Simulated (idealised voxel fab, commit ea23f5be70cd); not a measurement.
The process module that follows is named voxel trench capacitor.
cross-section cut | 295 nm wide | cells 5 nm
Cross-section, as written here: a square-cell grid given band by band from the top down, where a band holds one or more rows of cells. Per band: top height and bottom height in nm, followed by the left-to-right materials and their widths in nm; "full width" marks a single material spanning edge to edge, "empty" marks empty space. Heights are measured from 0, the level below which the as-received wafer is all one material; the lowest band has no bottom and continues downward, written as in "z 0 and below". When a width is written as two numbers, as in "30 to 40", the first number is the width in the top row of cells of the band and the second is the width in its bottom row, and the width changes by the same amount from each row to the next. No cell of the cross-section changed in a step that is given as "no alterations made". "Closed cavity list" enumerates empty spaces isolated from the top, with no open way to it, that contain at least 8 cells, giving each as width x height at distance from the left edge, all three in nm. Where a step's line continues beyond its settings, the continuation is a remark by the simulator itself on that step. Regarding "overlay nm": on a step with a mask, it is the distance the mask lay to the right of its planned place; a negative value places it to the left.
[Set out below are the planned steps of the process]
| 1 | RECEIVE: material Si |
| 2 | CONFORMAL_DEP: material SiN, thk nm 10 |
| 3 | PATTERN: tone open, mask id TRENCH, material resist, width nm 15, pitch nm 35, thk nm 20, overlay nm 0 |
| 4 | DIRECTIONAL_ETCH: etch materials SiN, depth nm 10 |
| 5 | DIRECTIONAL_ETCH: etch materials Si, depth nm 25 |
| 6 | STRIP: etch materials resist |
| 7 | CONFORMAL_DEP: material Al2O3, thk nm 5 |
| 8 | FILL_DEP: material polySi, thk nm 5 |
| 9 | CMP: height nm 10 |
[The following pertains to the first of two wafers, which was processed as planned]
[Here's what the wafer looked like in cross-section when it arrived - that's after step 1]
  z 0 and below | Si full width
  Closed cavity list: none
[after step 2]
  z 10 to 0 | SiN full width
  All layers under 0 are left as they were.
[after step 3]
  z 30 to 10 | 105 resist  15 empty  20 resist  15 empty  20 resist  15 empty  105 resist
  All layers under 10 are left as they were.
[after step 4]
  z 30 to 10 | 105 resist  15 empty  20 resist  15 empty  20 resist  15 empty  105 resist
  z 10 to 0 | 105 SiN  15 empty  20 SiN  15 empty  20 SiN  15 empty  105 SiN
  All layers under 0 are left as they were.
[after step 5]
  z 30 to 10 | 105 resist  15 empty  20 resist  15 empty  20 resist  15 empty  105 resist
  z 10 to 0 | 105 SiN  15 empty  20 SiN  15 empty  20 SiN  15 empty  105 SiN
  z 0 to -25 | 105 Si  15 empty  20 Si  15 empty  20 Si  15 empty  105 Si
  All layers under -25 are left as they were.
[after step 6]
  z 10 to 0 | 105 SiN  15 empty  20 SiN  15 empty  20 SiN  15 empty  105 SiN
  All layers under 0 are left as they were.
[after step 7]
  z 15 to 10 | 110 Al2O3  5 empty  30 Al2O3  5 empty  30 Al2O3  5 empty  110 Al2O3
  z 10 to 0 | 105 SiN  5 Al2O3  5 empty  5 Al2O3  20 SiN  5 Al2O3  5 empty  5 Al2O3  20 SiN  5 Al2O3  5 empty  5 Al2O3  105 SiN
  z 0 to -20 | 105 Si  5 Al2O3  5 empty  5 Al2O3  20 Si  5 Al2O3  5 empty  5 Al2O3  20 Si  5 Al2O3  5 empty  5 Al2O3  105 Si
  z -20 to -25 | 105 Si  15 Al2O3  20 Si  15 Al2O3  20 Si  15 Al2O3  105 Si
  All layers under -25 are left as they were.
[after step 8]
  z 20 to 15 | polySi full width
  z 15 to 10 | 110 Al2O3  5 polySi  30 Al2O3  5 polySi  30 Al2O3  5 polySi  110 Al2O3
  z 10 to 0 | 105 SiN  5 Al2O3  5 polySi  5 Al2O3  20 SiN  5 Al2O3  5 polySi  5 Al2O3  20 SiN  5 Al2O3  5 polySi  5 Al2O3  105 SiN
  z 0 to -20 | 105 Si  5 Al2O3  5 polySi  5 Al2O3  20 Si  5 Al2O3  5 polySi  5 Al2O3  20 Si  5 Al2O3  5 polySi  5 Al2O3  105 Si
  All layers under -20 are left as they were.
[after step 9]
  z 10 to 0 | 105 SiN  5 Al2O3  5 polySi  5 Al2O3  20 SiN  5 Al2O3  5 polySi  5 Al2O3  20 SiN  5 Al2O3  5 polySi  5 Al2O3  105 SiN
  All layers under 0 are left as they were.
[Wafer two: like wafer one in start and plan, but with one mistake in execution; identical up to and including step 4]
[Second wafer shown in cross-section at the time step 5 was slated to end]
  z 10 to 0 | 105 SiN  15 empty  20 SiN  15 empty  20 SiN  15 empty  105 SiN
  All layers under 0 are left as they were.
[Second wafer shown in cross-section at the time step 6 was slated to end]
  z 10 to 0 | 105 SiN  15 empty  20 SiN  15 empty  20 SiN  15 empty  105 SiN
  z 0 to -25 | 105 Si  15 empty  20 Si  15 empty  20 Si  15 empty  105 Si
  All layers under -25 are left as they were.
[Second wafer shown in cross-section at the time step 7 was slated to end]
  z 15 to 10 | 110 Al2O3  5 empty  30 Al2O3  5 empty  30 Al2O3  5 empty  110 Al2O3
  z 10 to 0 | 105 SiN  5 Al2O3  5 empty  5 Al2O3  20 SiN  5 Al2O3  5 empty  5 Al2O3  20 SiN  5 Al2O3  5 empty  5 Al2O3  105 SiN
  z 0 to -20 | 105 Si  5 Al2O3  5 empty  5 Al2O3  20 Si  5 Al2O3  5 empty  5 Al2O3  20 Si  5 Al2O3  5 empty  5 Al2O3  105 Si
  z -20 to -25 | 105 Si  15 Al2O3  20 Si  15 Al2O3  20 Si  15 Al2O3  105 Si
  All layers under -25 are left as they were.
[Second wafer shown in cross-section at the time step 8 was slated to end]
  z 20 to 15 | polySi full width
  z 15 to 10 | 110 Al2O3  5 polySi  30 Al2O3  5 polySi  30 Al2O3  5 polySi  110 Al2O3
  z 10 to 0 | 105 SiN  5 Al2O3  5 polySi  5 Al2O3  20 SiN  5 Al2O3  5 polySi  5 Al2O3  20 SiN  5 Al2O3  5 polySi  5 Al2O3  105 SiN
  z 0 to -20 | 105 Si  5 Al2O3  5 polySi  5 Al2O3  20 Si  5 Al2O3  5 polySi  5 Al2O3  20 Si  5 Al2O3  5 polySi  5 Al2O3  105 Si
  All layers under -20 are left as they were.
[Second wafer shown in cross-section at the time step 9 was slated to end]
  z 10 to 0 | 105 SiN  5 Al2O3  5 polySi  5 Al2O3  20 SiN  5 Al2O3  5 polySi  5 Al2O3  20 SiN  5 Al2O3  5 polySi  5 Al2O3  105 SiN
  All layers under 0 are left as they were.
Nonconformance to the process plan: order of steps 5 and 6 inverted relative to the plan
Result: same final cross-section on the two wafers, so no effect from the mistake in this model.
